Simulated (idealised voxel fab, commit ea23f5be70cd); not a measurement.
A process module follows: voxel tone inversion.
Each square cell in cross-section cut measures 5 nm, and the section as a whole is 245 nm wide.
Bands, listed from the top down, are how a cross-section gets written in this document; the cross-section itself is a grid of square cells, and a band is one or more rows of them.
It is stipulated that each band's entry specify, in nanometres, the height of the top of the band and then that of its bottom, followed by the materials of the band in left-to-right sequence, each together with its width in nanometres. A single material marked by the word "all across" is understood to fill the band from edge to edge; the word "air" is understood to denote empty space.
Convention: height 0 is the level below which the wafer, as received, is all one material. The lowest band does not terminate at the bottom but continues downward, represented as "0 nm and below".
The width entry "30 to 40" should be interpreted row by row: the top row of cells in the band takes the first number, the bottom row takes the second number, and the change between adjacent rows is uniform throughout.
"left unchanged" for a step: no cell of the cross-section changed in that step.
In the "Enclosed empty spaces" entry, you get each enclosed empty space of 8 cells or more, one with no open way to the top, written width x height at distance, distance from the left edge, in nm.
What comes after the settings on a step's line is commentary from the simulator itself on that step.
overlay nm, on a step with a mask: how far to the right of its planned place the mask lay; to the left if negative

### Process steps foreseen in the plan
1. RECEIVE: material Si
2. CONFORMAL_DEP: material SiCN, thk nm 5
3. DIRECTIONAL_DEP: material polySi, thk nm 15
4. PATTERN: tone cover, mask id POSTS, material resist, width nm 20, pitch nm 45, thk nm 20, overlay nm 0
5. DIRECTIONAL_ETCH: etch materials polySi, depth nm 15
6. STRIP: etch materials resist
7. FILL_DEP: material lowk, thk nm 5
8. CMP: height nm 20
9. STRIP: etch materials polySi

### Shown in cross-section is the wafer as received, that is, as it stands after step 1
* 0 nm and below = Si all across
* Enclosed empty spaces: none

### The first of two wafers, cross-sectioned at the end of the module, with the run proceeding as planned
* 20 nm to 5 nm = 45 nm lowk, then 20 nm air, then 25 nm lowk, then 20 nm air, then 25 nm lowk, then 20 nm air, then 25 nm lowk, then 20 nm air, then 45 nm lowk
* 5 nm to 0 nm = SiCN all across
* 0 nm and below = Si all across
* Enclosed empty spaces: none

### second wafer at the end: like start, like plan, one mistake
* 20 nm to 5 nm = 45 nm lowk, then 25 nm air, then 20 nm lowk, then 25 nm air, then 20 nm lowk, then 25 nm air, then 20 nm lowk, then 25 nm air, then 40 nm lowk
* 5 nm to 0 nm = SiCN all across
* 0 nm and below = Si all across
* Enclosed empty spaces: none
Plan not followed: step 4 went in with a setting other than planned; the actual run was PATTERN: tone cover, mask id POSTS, material resist, width nm 25, pitch nm 45, thk nm 20, overlay nm 0
Counted in cells at the end, the second wafer holds more or fewer of these materials than the first: lowk: 12 fewer
